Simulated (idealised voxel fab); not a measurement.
process module | voxel self aligned vias
cross-section cut | 195 nm wide | cells 5 nm
A cross-section is a grid of square cells, given in bands from the top down. A band is one or more rows of cells.
Each band's line starts with the height of the band's top and of its bottom, in nm. Then come its materials from left to right, each with its width in nm. One material with "throughout" fills the band from edge to edge. "air" is empty space.
Height 0 is the level under which the wafer as received is all one material. The lowest band goes on downwards, as in "0 down".
A width such as "30 to 40" changes by the same amount from each row of cells to the next, from the band's top row to its bottom row.
"no change" after a step means that no cell of the cross-section changed.
closed voids: empty space of 8 cells or more with no open way to the top, each as width x height at its distance from the left edge, in nm
after a step's settings: what the simulator itself notes on the step
overlay nm, on a step with a mask: how far to the right of its planned place the mask lay; to the left if negative
plan
1 op RECEIVE | material Si
2 op CONFORMAL_DEP | material SiO2 | thk nm 10
3 op CONFORMAL_DEP | material SiCN | thk nm 5
4 op DIRECTIONAL_DEP | material SiO2 | thk nm 20
5 op MASKED_ETCH | tone open | mask id LINES | width nm 25 | pitch nm 65 | etch materials SiO2 | depth nm 20 | overlay nm 0
6 op CONFORMAL_DEP | material TiN | thk nm 5
7 op FILL_DEP | material Ru | thk nm 5
8 op CMP | height nm 35
9 op SELECTIVE_ETCH | etch materials W Ru TiN | depth nm 5
10 op FILL_DEP | material SiN | thk nm 5
11 op CMP | height nm 35
12 op DIRECTIONAL_DEP | material SiO2 | thk nm 15
13 op DIRECTIONAL_DEP | material aC | thk nm 10
14 op PATTERN | tone open | mask id VIAS | material resist | width nm 45 | thk nm 25 | overlay nm 0
15 op DIRECTIONAL_ETCH | etch materials aC | depth nm 10
16 op STRIP | etch materials resist
17 op DIRECTIONAL_ETCH | etch materials SiO2 | depth nm 15
18 op DIRECTIONAL_ETCH | etch materials SiN | depth nm 5
19 op STRIP | etch materials aC
20 op CONFORMAL_DEP | material TiN | thk nm 5
21 op FILL_DEP | material Cu | thk nm 10
22 op CMP | height nm 50
23 op CONFORMAL_DEP | material SiCN | thk nm 5
first wafer, as planned
as received, after step 1
  0 down: Si throughout
  closed voids: none
after step 2
  10 to 0: SiO2 throughout
  below 0: unchanged
after step 3
  15 to 10: SiCN throughout
  below 10: unchanged
after step 4
  35 to 15: SiO2 throughout
  below 15: unchanged
after step 5
  35 to 15: SiO2 50 | air 25 | SiO2 40 | air 25 | SiO2 55
  below 15: unchanged
after step 6
  40 to 35: TiN 55 | air 15 | TiN 50 | air 15 | TiN 60
  35 to 20: SiO2 50 | TiN 5 | air 15 | TiN 5 | SiO2 40 | TiN 5 | air 15 | TiN 5 | SiO2 55
  20 to 15: SiO2 50 | TiN 25 | SiO2 40 | TiN 25 | SiO2 55
  below 15: unchanged
after step 7
  45 to 40: Ru throughout
  40 to 35: TiN 55 | Ru 15 | TiN 50 | Ru 15 | TiN 60
  35 to 20: SiO2 50 | TiN 5 | Ru 15 | TiN 5 | SiO2 40 | TiN 5 | Ru 15 | TiN 5 | SiO2 55
  below 20: unchanged
after step 8
  35 to 20: SiO2 50 | TiN 5 | Ru 15 | TiN 5 | SiO2 40 | TiN 5 | Ru 15 | TiN 5 | SiO2 55
  below 20: unchanged
after step 9
  35 to 30: SiO2 50 | air 25 | SiO2 40 | air 25 | SiO2 55
  below 30: unchanged
after step 10
  40 to 35: SiN throughout
  35 to 30: SiO2 50 | SiN 25 | SiO2 40 | SiN 25 | SiO2 55
  below 30: unchanged
after step 11
  35 to 30: SiO2 50 | SiN 25 | SiO2 40 | SiN 25 | SiO2 55
  below 30: unchanged
after step 12
  50 to 35: SiO2 throughout
  below 35: unchanged
after step 13
  60 to 50: aC throughout
  below 50: unchanged
after step 14
  85 to 60: resist 40 | air 45 | resist 110
  below 60: unchanged
after step 15
  75 to 60: resist 40 | air 45 | resist 110
  60 to 50: aC 40 | air 45 | aC 110
  below 50: unchanged
after step 16
  60 to 50: aC 40 | air 45 | aC 110
  below 50: unchanged
after step 17
  60 to 50: aC 40 | air 45 | aC 110
  50 to 35: SiO2 40 | air 45 | SiO2 110
  below 35: unchanged
after step 18
  60 to 50: aC 40 | air 45 | aC 110
  50 to 35: SiO2 40 | air 45 | SiO2 110
  35 to 30: SiO2 50 | air 25 | SiO2 40 | SiN 25 | SiO2 55
  below 30: unchanged
after step 19
  50 to 35: SiO2 40 | air 45 | SiO2 110
  below 35: unchanged
after step 20
  55 to 50: TiN 45 | air 35 | TiN 115
  50 to 40: SiO2 40 | TiN 5 | air 35 | TiN 5 | SiO2 110
  40 to 35: SiO2 40 | TiN 15 | air 15 | TiN 15 | SiO2 110
  35 to 30: SiO2 50 | TiN 25 | SiO2 40 | SiN 25 | SiO2 55
  below 30: unchanged
after step 21
  65 to 55: Cu throughout
  55 to 50: TiN 45 | Cu 35 | TiN 115
  50 to 40: SiO2 40 | TiN 5 | Cu 35 | TiN 5 | SiO2 110
  40 to 35: SiO2 40 | TiN 15 | Cu 15 | TiN 15 | SiO2 110
  below 35: unchanged
after step 22
  50 to 40: SiO2 40 | TiN 5 | Cu 35 | TiN 5 | SiO2 110
  below 40: unchanged
after step 23
  55 to 50: SiCN throughout
  below 50: unchanged
second wafer: like start, like plan, one mistake. Through step 1 it matches the first wafer
when step 2 should have ended
  5 to 0: SiCN throughout
  below 0: unchanged
when step 3 should have ended
  15 to 5: SiO2 throughout
  below 5: unchanged
when step 4 should have ended
  35 to 5: SiO2 throughout
  below 5: unchanged
when step 5 should have ended
  35 to 15: SiO2 50 | air 25 | SiO2 40 | air 25 | SiO2 55
  below 15: unchanged
when step 6 should have ended
  40 to 35: TiN 55 | air 15 | TiN 50 | air 15 | TiN 60
  35 to 20: SiO2 50 | TiN 5 | air 15 | TiN 5 | SiO2 40 | TiN 5 | air 15 | TiN 5 | SiO2 55
  20 to 15: SiO2 50 | TiN 25 | SiO2 40 | TiN 25 | SiO2 55
  below 15: unchanged
when step 7 should have ended
  45 to 40: Ru throughout
  40 to 35: TiN 55 | Ru 15 | TiN 50 | Ru 15 | TiN 60
  35 to 20: SiO2 50 | TiN 5 | Ru 15 | TiN 5 | SiO2 40 | TiN 5 | Ru 15 | TiN 5 | SiO2 55
  below 20: unchanged
when step 8 should have ended
  35 to 20: SiO2 50 | TiN 5 | Ru 15 | TiN 5 | SiO2 40 | TiN 5 | Ru 15 | TiN 5 | SiO2 55
  below 20: unchanged
when step 9 should have ended
  35 to 30: SiO2 50 | air 25 | SiO2 40 | air 25 | SiO2 55
  below 30: unchanged
when step 10 should have ended
  40 to 35: SiN throughout
  35 to 30: SiO2 50 | SiN 25 | SiO2 40 | SiN 25 | SiO2 55
  below 30: unchanged
when step 11 should have ended
  35 to 30: SiO2 50 | SiN 25 | SiO2 40 | SiN 25 | SiO2 55
  below 30: unchanged
when step 12 should have ended
  50 to 35: SiO2 throughout
  below 35: unchanged
when step 13 should have ended
  60 to 50: aC throughout
  below 50: unchanged
when step 14 should have ended
  85 to 60: resist 40 | air 45 | resist 110
  below 60: unchanged
when step 15 should have ended
  75 to 60: resist 40 | air 45 | resist 110
  60 to 50: aC 40 | air 45 | aC 110
  below 50: unchanged
when step 16 should have ended
  60 to 50: aC 40 | air 45 | aC 110
  below 50: unchanged
when step 17 should have ended
  60 to 50: aC 40 | air 45 | aC 110
  50 to 35: SiO2 40 | air 45 | SiO2 110
  below 35: unchanged
when step 18 should have ended
  60 to 50: aC 40 | air 45 | aC 110
  50 to 35: SiO2 40 | air 45 | SiO2 110
  35 to 30: SiO2 50 | air 25 | SiO2 40 | SiN 25 | SiO2 55
  below 30: unchanged
when step 19 should have ended
  50 to 35: SiO2 40 | air 45 | SiO2 110
  below 35: unchanged
when step 20 should have ended
  55 to 50: TiN 45 | air 35 | TiN 115
  50 to 40: SiO2 40 | TiN 5 | air 35 | TiN 5 | SiO2 110
  40 to 35: SiO2 40 | TiN 15 | air 15 | TiN 15 | SiO2 110
  35 to 30: SiO2 50 | TiN 25 | SiO2 40 | SiN 25 | SiO2 55
  below 30: unchanged
when step 21 should have ended
  65 to 55: Cu throughout
  55 to 50: TiN 45 | Cu 35 | TiN 115
  50 to 40: SiO2 40 | TiN 5 | Cu 35 | TiN 5 | SiO2 110
  40 to 35: SiO2 40 | TiN 15 | Cu 15 | TiN 15 | SiO2 110
  below 35: unchanged
when step 22 should have ended
  50 to 40: SiO2 40 | TiN 5 | Cu 35 | TiN 5 | SiO2 110
  below 40: unchanged
when step 23 should have ended
  55 to 50: SiCN throughout
  below 50: unchanged
what went wrong: steps 2 and 3 were swapped
at the end the second wafer has, in cells: as many of each material as the first, in other places
